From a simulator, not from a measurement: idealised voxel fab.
process module | voxel gate over fins
cross-section cut | 200 nm wide | cells 5 nm
A cross-section is a grid of square cells, given in bands from the top down. A band is one or more rows of cells.
Each band's line starts with the height of the band's top and of its bottom, in nm. Then come its materials from left to right, each with its width in nm. One material with "throughout" fills the band from edge to edge. "air" is empty space.
Height 0 is the level under which the wafer as received is all one material. The lowest band goes on downwards, as in "0 down".
A width such as "30 to 40" changes by the same amount from each row of cells to the next, from the band's top row to its bottom row.
"no change" after a step means that no cell of the cross-section changed.
closed voids: empty space of 8 cells or more with no open way to the top, each as width x height at its distance from the left edge, in nm
after a step's settings: what the simulator itself notes on the step
overlay nm, on a step with a mask: how far to the right of its planned place the mask lay; to the left if negative
plan
1 op RECEIVE | material Si
2 op CONFORMAL_DEP | material SiN | thk nm 10
3 op DIRECTIONAL_DEP | material aC | thk nm 15
4 op PATTERN | tone cover | mask id FINS | material resist | width nm 15 | pitch nm 40 | thk nm 35 | overlay nm 0
5 op DIRECTIONAL_ETCH | etch materials aC | depth nm 15
6 op STRIP | etch materials resist
7 op DIRECTIONAL_ETCH | etch materials SiN | depth nm 10
8 op DIRECTIONAL_ETCH | etch materials Si | depth nm 35
9 op STRIP | etch materials aC
10 op OXIDIZE | depth nm 5
11 op FILL_DEP | material SiO2 | thk nm 15
12 op CMP | height nm 10
13 op SELECTIVE_ETCH | etch materials SiO2 | depth nm 25
14 op STRIP | etch materials SiN
15 op CONFORMAL_DEP | material HfO2 | thk nm 5
16 op CONFORMAL_DEP | material TiN | thk nm 5
17 op CONFORMAL_DEP | material TiAl | thk nm 5
18 op CONFORMAL_DEP | material TiN | thk nm 5
19 op FILL_DEP | material W | thk nm 10
20 op CMP | height nm 25
21 op CONFORMAL_DEP | material SiCN | thk nm 5
as received, after step 1
  0 down: Si throughout
  closed voids: none
a wafer at the end: this start, this plan, one mistake
  30 to 25: SiCN throughout
  25 to 20: W 25 | TiN 5 | TiAl 135 | TiN 5 | W 30
  20 to 15: W 25 | TiN 5 | TiAl 5 | TiN 125 | TiAl 5 | TiN 5 | W 30
  15 to 10: TiN 30 | TiAl 5 | TiN 5 | HfO2 35 | TiN 5 | HfO2 35 | TiN 5 | HfO2 35 | TiN 5 | TiAl 5 | TiN 35
  10 to 5: TiAl 35 | TiN 5 | HfO2 35 | TiN 5 | HfO2 35 | TiN 5 | HfO2 35 | TiN 5 | TiAl 40
  5 to 0: TiN 40 | HfO2 35 | TiN 5 | HfO2 35 | TiN 5 | HfO2 35 | TiN 45
  0 to -15: HfO2 55 | Si 5 | HfO2 35 | Si 5 | HfO2 35 | Si 5 | HfO2 60
  -15 to -40: SiO2 55 | Si 5 | SiO2 35 | Si 5 | SiO2 35 | Si 5 | SiO2 60
  -40 down: Si throughout
  closed voids: none
what went wrong: step 15 ran as: op CONFORMAL_DEP | material HfO2 | thk nm 15
